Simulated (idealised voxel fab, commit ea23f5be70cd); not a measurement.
Process module heading - voxel wiring stack
We display cut, a cross-section 165 nm in width whose square cells are each 5 nm.
Cross-section layout: square cells on a grid; listed as bands, top to bottom; a band spans one or more cell rows. Heights first: top, then bottom, in nm. Then materials, left to right, each with a width in nm. "everywhere" on a single material: fills the band edge to edge. "air": empty space. Where do heights start? At 0: under that level the wafer as delivered is made of one material only. And the lowest band has no floor; it just carries on downward, as in "0 down". Note: "30..40" means the width goes from the first number (top row of the band) to the second number (bottom row) in equal steps per row of cells. You'll sometimes find "changes: none" written for a step, and that's the way of saying that nowhere in the cross-section did a cell change during that step. "Sealed internal voids" contains a list of empty spaces, each no smaller than 8 cells and without an open way to the top, written in the form width x height at distance with the distance from the left edge and all three in nm. Past the settings on a step's line: simulator remark, on that step. "overlay nm", when on a step's line for a step with a mask, measures how far to the right of its planned place the mask lay; a negative measure means to the left.

Intended process steps:
| 1 | RECEIVE | material Si |
| 2 | CONFORMAL_DEP | material SiO2 | thk nm 15 |
| 3 | CONFORMAL_DEP | material SiCN | thk nm 5 |
| 4 | DIRECTIONAL_DEP | material lowk | thk nm 25 |
| 5 | DIRECTIONAL_DEP | material aC | thk nm 10 |
| 6 | PATTERN | tone open | mask id METAL_1 | material resist | width nm 25 | pitch nm 40 | thk nm 25 | overlay nm 0 |
| 7 | DIRECTIONAL_ETCH | etch materials aC | depth nm 10 |
| 8 | STRIP | etch materials resist |
| 9 | DIRECTIONAL_ETCH | etch materials lowk | depth nm 25 |
| 10 | DIRECTIONAL_ETCH | etch materials SiCN | depth nm 5 |
| 11 | STRIP | etch materials aC |
| 12 | CONFORMAL_DEP | material TiN | thk nm 5 |
| 13 | FILL_DEP | material Cu | thk nm 10 |
| 14 | CMP | height nm 45 |
| 15 | CONFORMAL_DEP | material SiCN | thk nm 5 |
| 16 | DIRECTIONAL_DEP | material SiO2 | thk nm 20 |
| 17 | PATTERN | tone open | mask id PLUG_1 | material resist | width nm 15 | pitch nm 40 | thk nm 15 | overlay nm 0 |
| 18 | DIRECTIONAL_ETCH | etch materials SiO2 | depth nm 20 |
| 19 | DIRECTIONAL_ETCH | etch materials SiCN | depth nm 5 |
| 20 | STRIP | etch materials resist |
| 21 | EPI | material Ru | thk nm 10 |
| 22 | EPI | material Ru | thk nm 10 |
| 23 | EPI | material Ru | thk nm 5 |
| 24 | CONFORMAL_DEP | material SiCN | thk nm 5 |
| 25 | DIRECTIONAL_DEP | material SiO2 | thk nm 20 |
| 26 | DIRECTIONAL_DEP | material aC | thk nm 10 |
| 27 | PATTERN | tone open | mask id METAL_2 | material resist | width nm 25 | pitch nm 40 | thk nm 25 | overlay nm 0 |
| 28 | DIRECTIONAL_ETCH | etch materials aC | depth nm 10 |
| 29 | STRIP | etch materials resist |
| 30 | DIRECTIONAL_ETCH | etch materials SiO2 | depth nm 20 |
| 31 | DIRECTIONAL_ETCH | etch materials SiCN | depth nm 5 |
| 32 | STRIP | etch materials aC |
| 33 | CONFORMAL_DEP | material TiN | thk nm 5 |
| 34 | FILL_DEP | material W | thk nm 10 |
| 35 | CMP | height nm 95 |
| 36 | CONFORMAL_DEP | material SiN | thk nm 5 |

What follows covers the first of two wafers; it ran as planned:

Shown in cross-section is the wafer as received, that is, as it stands after step 1:
* 0 down | Si everywhere
* Sealed internal voids: none

Step 2 complete: cross-section through the wafer:
* 15 to 0 | SiO2 everywhere
* below 0: unchanged

Step 3 complete: cross-section through the wafer:
* 20 to 15 | SiCN everywhere
* below 15: unchanged

Step 4 complete: cross-section through the wafer:
* 45 to 20 | lowk everywhere
* below 20: unchanged

Step 5 complete: cross-section through the wafer:
* 55 to 45 | aC everywhere
* below 45: unchanged

Step 6 complete: cross-section through the wafer:
* 80 to 55 | resist=30 | air=25 | resist=15 | air=25 | resist=15 | air=25 | resist=30
* below 55: unchanged

Step 7 complete: cross-section through the wafer:
* 70 to 55 | resist=30 | air=25 | resist=15 | air=25 | resist=15 | air=25 | resist=30
* 55 to 45 | aC=30 | air=25 | aC=15 | air=25 | aC=15 | air=25 | aC=30
* below 45: unchanged

Step 8 complete: cross-section through the wafer:
* 55 to 45 | aC=30 | air=25 | aC=15 | air=25 | aC=15 | air=25 | aC=30
* below 45: unchanged

Step 9 complete: cross-section through the wafer:
* 55 to 45 | aC=30 | air=25 | aC=15 | air=25 | aC=15 | air=25 | aC=30
* 45 to 20 | lowk=30 | air=25 | lowk=15 | air=25 | lowk=15 | air=25 | lowk=30
* below 20: unchanged

Step 10 complete: cross-section through the wafer:
* 55 to 45 | aC=30 | air=25 | aC=15 | air=25 | aC=15 | air=25 | aC=30
* 45 to 20 | lowk=30 | air=25 | lowk=15 | air=25 | lowk=15 | air=25 | lowk=30
* 20 to 15 | SiCN=30 | air=25 | SiCN=15 | air=25 | SiCN=15 | air=25 | SiCN=30
* below 15: unchanged

Step 11 complete: cross-section through the wafer:
* 45 to 20 | lowk=30 | air=25 | lowk=15 | air=25 | lowk=15 | air=25 | lowk=30
* below 20: unchanged

Step 12 complete: cross-section through the wafer:
* 50 to 45 | TiN=35 | air=15 | TiN=25 | air=15 | TiN=25 | air=15 | TiN=35
* 45 to 20 | lowk=30 | TiN=5 | air=15 | TiN=5 | lowk=15 | TiN=5 | air=15 | TiN=5 | lowk=15 | TiN=5 | air=15 | TiN=5 | lowk=30
* 20 to 15 | SiCN=30 | TiN=25 | SiCN=15 | TiN=25 | SiCN=15 | TiN=25 | SiCN=30
* below 15: unchanged

Step 13 complete: cross-section through the wafer:
* 60 to 50 | Cu everywhere
* 50 to 45 | TiN=35 | Cu=15 | TiN=25 | Cu=15 | TiN=25 | Cu=15 | TiN=35
* 45 to 20 | lowk=30 | TiN=5 | Cu=15 | TiN=5 | lowk=15 | TiN=5 | Cu=15 | TiN=5 | lowk=15 | TiN=5 | Cu=15 | TiN=5 | lowk=30
* below 20: unchanged

Step 14 complete: cross-section through the wafer:
* 45 to 20 | lowk=30 | TiN=5 | Cu=15 | TiN=5 | lowk=15 | TiN=5 | Cu=15 | TiN=5 | lowk=15 | TiN=5 | Cu=15 | TiN=5 | lowk=30
* below 20: unchanged

Step 15 complete: cross-section through the wafer:
* 50 to 45 | SiCN everywhere
* below 45: unchanged

Step 16 complete: cross-section through the wafer:
* 70 to 50 | SiO2 everywhere
* below 50: unchanged

Step 17 complete: cross-section through the wafer:
* 85 to 70 | resist=30 | air=15 | resist=25 | air=15 | resist=25 | air=15 | resist=40
* below 70: unchanged

Step 18 complete: cross-section through the wafer:
* 85 to 70 | resist=30 | air=15 | resist=25 | air=15 | resist=25 | air=15 | resist=40
* 70 to 50 | SiO2=30 | air=15 | SiO2=25 | air=15 | SiO2=25 | air=15 | SiO2=40
* below 50: unchanged

Step 19 complete: cross-section through the wafer:
* 85 to 70 | resist=30 | air=15 | resist=25 | air=15 | resist=25 | air=15 | resist=40
* 70 to 50 | SiO2=30 | air=15 | SiO2=25 | air=15 | SiO2=25 | air=15 | SiO2=40
* 50 to 45 | SiCN=30 | air=15 | SiCN=25 | air=15 | SiCN=25 | air=15 | SiCN=40
* below 45: unchanged

Step 20 complete: cross-section through the wafer:
* 70 to 50 | SiO2=30 | air=15 | SiO2=25 | air=15 | SiO2=25 | air=15 | SiO2=40
* below 50: unchanged

Step 21 complete: cross-section through the wafer:
* 70 to 55 | SiO2=30 | air=15 | SiO2=25 | air=15 | SiO2=25 | air=15 | SiO2=40
* 55 to 50 | SiO2=30 | Ru=15 | SiO2=25 | Ru=15 | SiO2=25 | Ru=15 | SiO2=40
* 50 to 45 | SiCN=30 | Ru=15 | SiCN=25 | Ru=15 | SiCN=25 | Ru=15 | SiCN=40
* below 45: unchanged

Step 22 complete: cross-section through the wafer:
* 70 to 65 | SiO2=30 | air=15 | SiO2=25 | air=15 | SiO2=25 | air=15 | SiO2=40
* 65 to 50 | SiO2=30 | Ru=15 | SiO2=25 | Ru=15 | SiO2=25 | Ru=15 | SiO2=40
* below 50: unchanged

Step 23 complete: cross-section through the wafer:
* 70 to 50 | SiO2=30 | Ru=15 | SiO2=25 | Ru=15 | SiO2=25 | Ru=15 | SiO2=40
* below 50: unchanged

Step 24 complete: cross-section through the wafer:
* 75 to 70 | SiCN everywhere
* below 70: unchanged

Step 25 complete: cross-section through the wafer:
* 95 to 75 | SiO2 everywhere
* below 75: unchanged

Step 26 complete: cross-section through the wafer:
* 105 to 95 | aC everywhere
* below 95: unchanged

Step 27 complete: cross-section through the wafer:
* 130 to 105 | resist=30 | air=25 | resist=15 | air=25 | resist=15 | air=25 | resist=30
* below 105: unchanged

Step 28 complete: cross-section through the wafer:
* 120 to 105 | resist=30 | air=25 | resist=15 | air=25 | resist=15 | air=25 | resist=30
* 105 to 95 | aC=30 | air=25 | aC=15 | air=25 | aC=15 | air=25 | aC=30
* below 95: unchanged

Step 29 complete: cross-section through the wafer:
* 105 to 95 | aC=30 | air=25 | aC=15 | air=25 | aC=15 | air=25 | aC=30
* below 95: unchanged

Step 30 complete: cross-section through the wafer:
* 105 to 95 | aC=30 | air=25 | aC=15 | air=25 | aC=15 | air=25 | aC=30
* 95 to 75 | SiO2=30 | air=25 | SiO2=15 | air=25 | SiO2=15 | air=25 | SiO2=30
* below 75: unchanged

Step 31 complete: cross-section through the wafer:
* 105 to 95 | aC=30 | air=25 | aC=15 | air=25 | aC=15 | air=25 | aC=30
* 95 to 75 | SiO2=30 | air=25 | SiO2=15 | air=25 | SiO2=15 | air=25 | SiO2=30
* 75 to 70 | SiCN=30 | air=25 | SiCN=15 | air=25 | SiCN=15 | air=25 | SiCN=30
* below 70: unchanged

Step 32 complete: cross-section through the wafer:
* 95 to 75 | SiO2=30 | air=25 | SiO2=15 | air=25 | SiO2=15 | air=25 | SiO2=30
* below 75: unchanged

Step 33 complete: cross-section through the wafer:
* 100 to 95 | TiN=35 | air=15 | TiN=25 | air=15 | TiN=25 | air=15 | TiN=35
* 95 to 75 | SiO2=30 | TiN=5 | air=15 | TiN=5 | SiO2=15 | TiN=5 | air=15 | TiN=5 | SiO2=15 | TiN=5 | air=15 | TiN=5 | SiO2=30
* 75 to 70 | SiCN=30 | TiN=25 | SiCN=15 | TiN=25 | SiCN=15 | TiN=25 | SiCN=30
* below 70: unchanged

Step 34 complete: cross-section through the wafer:
* 110 to 100 | W everywhere
* 100 to 95 | TiN=35 | W=15 | TiN=25 | W=15 | TiN=25 | W=15 | TiN=35
* 95 to 75 | SiO2=30 | TiN=5 | W=15 | TiN=5 | SiO2=15 | TiN=5 | W=15 | TiN=5 | SiO2=15 | TiN=5 | W=15 | TiN=5 | SiO2=30
* below 75: unchanged

Step 35 complete: cross-section through the wafer:
* 95 to 75 | SiO2=30 | TiN=5 | W=15 | TiN=5 | SiO2=15 | TiN=5 | W=15 | TiN=5 | SiO2=15 | TiN=5 | W=15 | TiN=5 | SiO2=30
* below 75: unchanged

Step 36 complete: cross-section through the wafer:
* 100 to 95 | SiN everywhere
* below 95: unchanged

Second Wafer (Identical Start and Plan, One Processing Error; Matches First Wafer Through Step 5):

Cross-section of the second wafer at the time by which step 6 should have been completed according to the plan:
* 80 to 55 | air=30 | resist=25 | air=15 | resist=25 | air=15 | resist=25 | air=30
* below 55: unchanged

Cross-section of the second wafer at the time by which step 7 should have been completed according to the plan:
* 70 to 55 | air=30 | resist=25 | air=15 | resist=25 | air=15 | resist=25 | air=30
* 55 to 45 | air=30 | aC=25 | air=15 | aC=25 | air=15 | aC=25 | air=30
* below 45: unchanged

Cross-section of the second wafer at the time by which step 8 should have been completed according to the plan:
* 55 to 45 | air=30 | aC=25 | air=15 | aC=25 | air=15 | aC=25 | air=30
* below 45: unchanged

Cross-section of the second wafer at the time by which step 9 should have been completed according to the plan:
* 55 to 45 | air=30 | aC=25 | air=15 | aC=25 | air=15 | aC=25 | air=30
* 45 to 20 | air=30 | lowk=25 | air=15 | lowk=25 | air=15 | lowk=25 | air=30
* below 20: unchanged

Cross-section of the second wafer at the time by which step 10 should have been completed according to the plan:
* 55 to 45 | air=30 | aC=25 | air=15 | aC=25 | air=15 | aC=25 | air=30
* 45 to 20 | air=30 | lowk=25 | air=15 | lowk=25 | air=15 | lowk=25 | air=30
* 20 to 15 | air=30 | SiCN=25 | air=15 | SiCN=25 | air=15 | SiCN=25 | air=30
* below 15: unchanged

Cross-section of the second wafer at the time by which step 11 should have been completed according to the plan:
* 45 to 20 | air=30 | lowk=25 | air=15 | lowk=25 | air=15 | lowk=25 | air=30
* below 20: unchanged

Cross-section of the second wafer at the time by which step 12 should have been completed according to the plan:
* 50 to 45 | air=25 | TiN=35 | air=5 | TiN=35 | air=5 | TiN=35 | air=25
* 45 to 20 | air=25 | TiN=5 | lowk=25 | TiN=5 | air=5 | TiN=5 | lowk=25 | TiN=5 | air=5 | TiN=5 | lowk=25 | TiN=5 | air=25
* 20 to 15 | TiN=30 | SiCN=25 | TiN=15 | SiCN=25 | TiN=15 | SiCN=25 | TiN=30
* below 15: unchanged

Cross-section of the second wafer at the time by which step 13 should have been completed according to the plan:
* 60 to 50 | Cu everywhere
* 50 to 45 | Cu=25 | TiN=35 | Cu=5 | TiN=35 | Cu=5 | TiN=35 | Cu=25
* 45 to 20 | Cu=25 | TiN=5 | lowk=25 | TiN=5 | Cu=5 | TiN=5 | lowk=25 | TiN=5 | Cu=5 | TiN=5 | lowk=25 | TiN=5 | Cu=25
* below 20: unchanged

Cross-section of the second wafer at the time by which step 14 should have been completed according to the plan:
* 45 to 20 | Cu=25 | TiN=5 | lowk=25 | TiN=5 | Cu=5 | TiN=5 | lowk=25 | TiN=5 | Cu=5 | TiN=5 | lowk=25 | TiN=5 | Cu=25
* below 20: unchanged

Cross-section of the second wafer at the time by which step 15 should have been completed according to the plan:
* 50 to 45 | SiCN everywhere
* below 45: unchanged

Cross-section of the second wafer at the time by which step 16 should have been completed according to the plan:
* 70 to 50 | SiO2 everywhere
* below 50: unchanged

Cross-section of the second wafer at the time by which step 17 should have been completed according to the plan:
* 85 to 70 | resist=30 | air=15 | resist=25 | air=15 | resist=25 | air=15 | resist=40
* below 70: unchanged

Cross-section of the second wafer at the time by which step 18 should have been completed according to the plan:
* 85 to 70 | resist=30 | air=15 | resist=25 | air=15 | resist=25 | air=15 | resist=40
* 70 to 50 | SiO2=30 | air=15 | SiO2=25 | air=15 | SiO2=25 | air=15 | SiO2=40
* below 50: unchanged

Cross-section of the second wafer at the time by which step 19 should have been completed according to the plan:
* 85 to 70 | resist=30 | air=15 | resist=25 | air=15 | resist=25 | air=15 | resist=40
* 70 to 50 | SiO2=30 | air=15 | SiO2=25 | air=15 | SiO2=25 | air=15 | SiO2=40
* 50 to 45 | SiCN=30 | air=15 | SiCN=25 | air=15 | SiCN=25 | air=15 | SiCN=40
* below 45: unchanged

Cross-section of the second wafer at the time by which step 20 should have been completed according to the plan:
* 70 to 50 | SiO2=30 | air=15 | SiO2=25 | air=15 | SiO2=25 | air=15 | SiO2=40
* below 50: unchanged

Cross-section of the second wafer at the time by which step 21 should have been completed according to the plan: changes: none

Cross-section of the second wafer at the time by which step 22 should have been completed according to the plan: changes: none

Cross-section of the second wafer at the time by which step 23 should have been completed according to the plan: changes: none

Cross-section of the second wafer at the time by which step 24 should have been completed according to the plan:
* 75 to 70 | SiCN=35 | air=5 | SiCN=35 | air=5 | SiCN=35 | air=5 | SiCN=45
* 70 to 50 | SiO2=30 | SiCN=5 | air=5 | SiCN=5 | SiO2=25 | SiCN=5 | air=5 | SiCN=5 | SiO2=25 | SiCN=5 | air=5 | SiCN=5 | SiO2=40
* 50 to 45 | SiCN everywhere
* below 45: unchanged

Cross-section of the second wafer at the time by which step 25 should have been completed according to the plan:
* 95 to 75 | SiO2=35 | air=5 | SiO2=35 | air=5 | SiO2=35 | air=5 | SiO2=45
* 75 to 70 | SiCN=35 | air=5 | SiCN=35 | air=5 | SiCN=35 | air=5 | SiCN=45
* 70 to 50 | SiO2=30 | SiCN=5 | SiO2=5 | SiCN=5 | SiO2=25 | SiCN=5 | SiO2=5 | SiCN=5 | SiO2=25 | SiCN=5 | SiO2=5 | SiCN=5 | SiO2=40
* below 50: unchanged

Cross-section of the second wafer at the time by which step 26 should have been completed according to the plan:
* 105 to 95 | aC=35 | air=5 | aC=35 | air=5 | aC=35 | air=5 | aC=45
* 95 to 80 | SiO2=35 | air=5 | SiO2=35 | air=5 | SiO2=35 | air=5 | SiO2=45
* 80 to 75 | SiO2=35 | aC=5 | SiO2=35 | aC=5 | SiO2=35 | aC=5 | SiO2=45
* 75 to 70 | SiCN=35 | aC=5 | SiCN=35 | aC=5 | SiCN=35 | aC=5 | SiCN=45
* below 70: unchanged

Cross-section of the second wafer at the time by which step 27 should have been completed according to the plan:
* 130 to 105 | resist=30 | air=25 | resist=15 | air=25 | resist=15 | air=25 | resist=30
* below 105: unchanged

Cross-section of the second wafer at the time by which step 28 should have been completed according to the plan:
* 120 to 105 | resist=30 | air=25 | resist=15 | air=25 | resist=15 | air=25 | resist=30
* 105 to 95 | aC=30 | air=25 | aC=15 | air=25 | aC=15 | air=25 | aC=30
* 95 to 75 | SiO2=35 | air=5 | SiO2=35 | air=5 | SiO2=35 | air=5 | SiO2=45
* 75 to 70 | SiCN=35 | air=5 | SiCN=35 | air=5 | SiCN=35 | air=5 | SiCN=45
* below 70: unchanged

Cross-section of the second wafer at the time by which step 29 should have been completed according to the plan:
* 105 to 95 | aC=30 | air=25 | aC=15 | air=25 | aC=15 | air=25 | aC=30
* below 95: unchanged

Cross-section of the second wafer at the time by which step 30 should have been completed according to the plan:
* 105 to 95 | aC=30 | air=25 | aC=15 | air=25 | aC=15 | air=25 | aC=30
* 95 to 75 | SiO2=30 | air=25 | SiO2=15 | air=25 | SiO2=15 | air=25 | SiO2=30
* 75 to 70 | SiCN=35 | air=5 | SiCN=35 | air=5 | SiCN=35 | air=5 | SiCN=45
* 70 to 50 | SiO2=30 | SiCN=5 | air=5 | SiCN=5 | SiO2=25 | SiCN=5 | air=5 | SiCN=5 | SiO2=25 | SiCN=5 | air=5 | SiCN=5 | SiO2=40
* below 50: unchanged

Cross-section of the second wafer at the time by which step 31 should have been completed according to the plan:
* 105 to 95 | aC=30 | air=25 | aC=15 | air=25 | aC=15 | air=25 | aC=30
* 95 to 75 | SiO2=30 | air=25 | SiO2=15 | air=25 | SiO2=15 | air=25 | SiO2=30
* 75 to 70 | SiCN=30 | air=25 | SiCN=15 | air=25 | SiCN=15 | air=25 | SiCN=30
* 70 to 50 | SiO2=30 | SiCN=5 | air=5 | SiCN=5 | SiO2=25 | SiCN=5 | air=5 | SiCN=5 | SiO2=25 | SiCN=5 | air=5 | SiCN=5 | SiO2=40
* 50 to 45 | SiCN=35 | air=5 | SiCN=35 | air=5 | SiCN=35 | air=5 | SiCN=45
* below 45: unchanged

Cross-section of the second wafer at the time by which step 32 should have been completed according to the plan:
* 95 to 75 | SiO2=30 | air=25 | SiO2=15 | air=25 | SiO2=15 | air=25 | SiO2=30
* below 75: unchanged

Cross-section of the second wafer at the time by which step 33 should have been completed according to the plan:
* 100 to 95 | TiN=35 | air=15 | TiN=25 | air=15 | TiN=25 | air=15 | TiN=35
* 95 to 75 | SiO2=30 | TiN=5 | air=15 | TiN=5 | SiO2=15 | TiN=5 | air=15 | TiN=5 | SiO2=15 | TiN=5 | air=15 | TiN=5 | SiO2=30
* 75 to 70 | SiCN=30 | TiN=25 | SiCN=15 | TiN=25 | SiCN=15 | TiN=25 | SiCN=30
* 70 to 50 | SiO2=30 | SiCN=5 | TiN=5 | SiCN=5 | SiO2=25 | SiCN=5 | TiN=5 | SiCN=5 | SiO2=25 | SiCN=5 | TiN=5 | SiCN=5 | SiO2=40
* 50 to 45 | SiCN=35 | TiN=5 | SiCN=35 | TiN=5 | SiCN=35 | TiN=5 | SiCN=45
* below 45: unchanged

Cross-section of the second wafer at the time by which step 34 should have been completed according to the plan:
* 110 to 100 | W everywhere
* 100 to 95 | TiN=35 | W=15 | TiN=25 | W=15 | TiN=25 | W=15 | TiN=35
* 95 to 75 | SiO2=30 | TiN=5 | W=15 | TiN=5 | SiO2=15 | TiN=5 | W=15 | TiN=5 | SiO2=15 | TiN=5 | W=15 | TiN=5 | SiO2=30
* below 75: unchanged

Cross-section of the second wafer at the time by which step 35 should have been completed according to the plan:
* 95 to 75 | SiO2=30 | TiN=5 | W=15 | TiN=5 | SiO2=15 | TiN=5 | W=15 | TiN=5 | SiO2=15 | TiN=5 | W=15 | TiN=5 | SiO2=30
* below 75: unchanged

Cross-section of the second wafer at the time by which step 36 should have been completed according to the plan:
* 100 to 95 | SiN everywhere
* below 95: unchanged
Misprocessing identified: off-plan run, step 6, actual operation and settings PATTERN | tone cover | mask id METAL_1 | material resist | width nm 25 | pitch nm 40 | thk nm 25 | overlay nm 0
Final cells, second wafer relative to first, materials higher or lower: Cu: 15 more; Ru: 45 fewer; SiCN: 27 more; TiN: 18 more; lowk: 15 fewer
